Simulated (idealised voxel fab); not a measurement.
process module | voxel gate over fins
cross-section cut | 240 nm wide | cells 5 nm
A cross-section is a grid of square cells, given in bands from the top down. A band is one or more rows of cells.
Each band's line starts with the height of the band's top and of its bottom, in nm. Then come its materials from left to right, each with its width in nm. One material with "throughout" fills the band from edge to edge. "air" is empty space.
Height 0 is the level under which the wafer as received is all one material. The lowest band goes on downwards, as in "0 down".
A width such as "30 to 40" changes by the same amount from each row of cells to the next, from the band's top row to its bottom row.
"no change" after a step means that no cell of the cross-section changed.
closed voids: empty space of 8 cells or more with no open way to the top, each as width x height at its distance from the left edge, in nm
after a step's settings: what the simulator itself notes on the step
overlay nm, on a step with a mask: how far to the right of its planned place the mask lay; to the left if negative
plan
1 op RECEIVE | material Si
2 op CONFORMAL_DEP | material SiN | thk nm 10
3 op DIRECTIONAL_DEP | material aC | thk nm 15
4 op PATTERN | tone cover | mask id FINS | material resist | width nm 15 | pitch nm 35 | thk nm 30 | overlay nm 0
5 op DIRECTIONAL_ETCH | etch materials aC | depth nm 15
6 op STRIP | etch materials resist
7 op DIRECTIONAL_ETCH | etch materials SiN | depth nm 10
8 op DIRECTIONAL_ETCH | etch materials Si | depth nm 35
9 op STRIP | etch materials aC
10 op OXIDIZE | depth nm 5
11 op FILL_DEP | material SiO2 | thk nm 5
12 op CMP | height nm 10
13 op SELECTIVE_ETCH | etch materials SiO2 | depth nm 25
14 op STRIP | etch materials SiN
15 op CONFORMAL_DEP | material HfO2 | thk nm 5
16 op CONFORMAL_DEP | material TiN | thk nm 5
17 op FILL_DEP | material W | thk nm 10
18 op CMP | height nm 15
19 op CONFORMAL_DEP | material SiN | thk nm 5
as received, after step 1
  0 down: Si throughout
  closed voids: none
first wafer at the end, as planned
  20 to 15: SiN throughout
  15 to 10: W throughout
  10 to 5: W 70 | TiN 25 | W 10 | TiN 25 | W 10 | TiN 25 | W 75
  5 to 0: W 70 | TiN 5 | HfO2 15 | TiN 5 | W 10 | TiN 5 | HfO2 15 | TiN 5 | W 10 | TiN 5 | HfO2 15 | TiN 5 | W 75
  0 to -5: W 70 | TiN 5 | HfO2 5 | Si 5 | HfO2 5 | TiN 5 | W 10 | TiN 5 | HfO2 5 | Si 5 | HfO2 5 | TiN 5 | W 10 | TiN 5 | HfO2 5 | Si 5 | HfO2 5 | TiN 5 | W 75
  -5 to -10: TiN 75 | HfO2 5 | Si 5 | HfO2 5 | TiN 20 | HfO2 5 | Si 5 | HfO2 5 | TiN 20 | HfO2 5 | Si 5 | HfO2 5 | TiN 80
  -10 to -15: HfO2 80 | Si 5 | HfO2 30 | Si 5 | HfO2 30 | Si 5 | HfO2 85
  -15 to -40: SiO2 80 | Si 5 | SiO2 30 | Si 5 | SiO2 30 | Si 5 | SiO2 85
  -40 down: Si throughout
  closed voids: none
second wafer at the end: like start, like plan, one mistake
  20 to 15: SiN throughout
  15 to 10: W throughout
  10 to 5: W 70 | TiN 30 | W 5 | TiN 30 | W 5 | TiN 30 | W 70
  5 to 0: W 70 | TiN 5 | HfO2 20 | TiN 5 | W 5 | TiN 5 | HfO2 20 | TiN 5 | W 5 | TiN 5 | HfO2 20 | TiN 5 | W 70
  0 to -5: W 70 | TiN 5 | HfO2 5 | Si 10 | HfO2 5 | TiN 5 | W 5 | TiN 5 | HfO2 5 | Si 10 | HfO2 5 | TiN 5 | W 5 | TiN 5 | HfO2 5 | Si 10 | HfO2 5 | TiN 5 | W 70
  -5 to -10: TiN 75 | HfO2 5 | Si 10 | HfO2 5 | TiN 15 | HfO2 5 | Si 10 | HfO2 5 | TiN 15 | HfO2 5 | Si 10 | HfO2 5 | TiN 75
  -10 to -15: HfO2 80 | Si 10 | HfO2 25 | Si 10 | HfO2 25 | Si 10 | HfO2 80
  -15 to -40: SiO2 80 | Si 10 | SiO2 25 | Si 10 | SiO2 25 | Si 10 | SiO2 80
  -40 down: Si throughout
  closed voids: none
what went wrong: step 4 ran as: op PATTERN | tone cover | mask id FINS | material resist | width nm 20 | pitch nm 35 | thk nm 30 | overlay nm 0
at the end the second wafer has, in cells: 24 more of Si | 15 fewer of SiO2 | 9 fewer of W
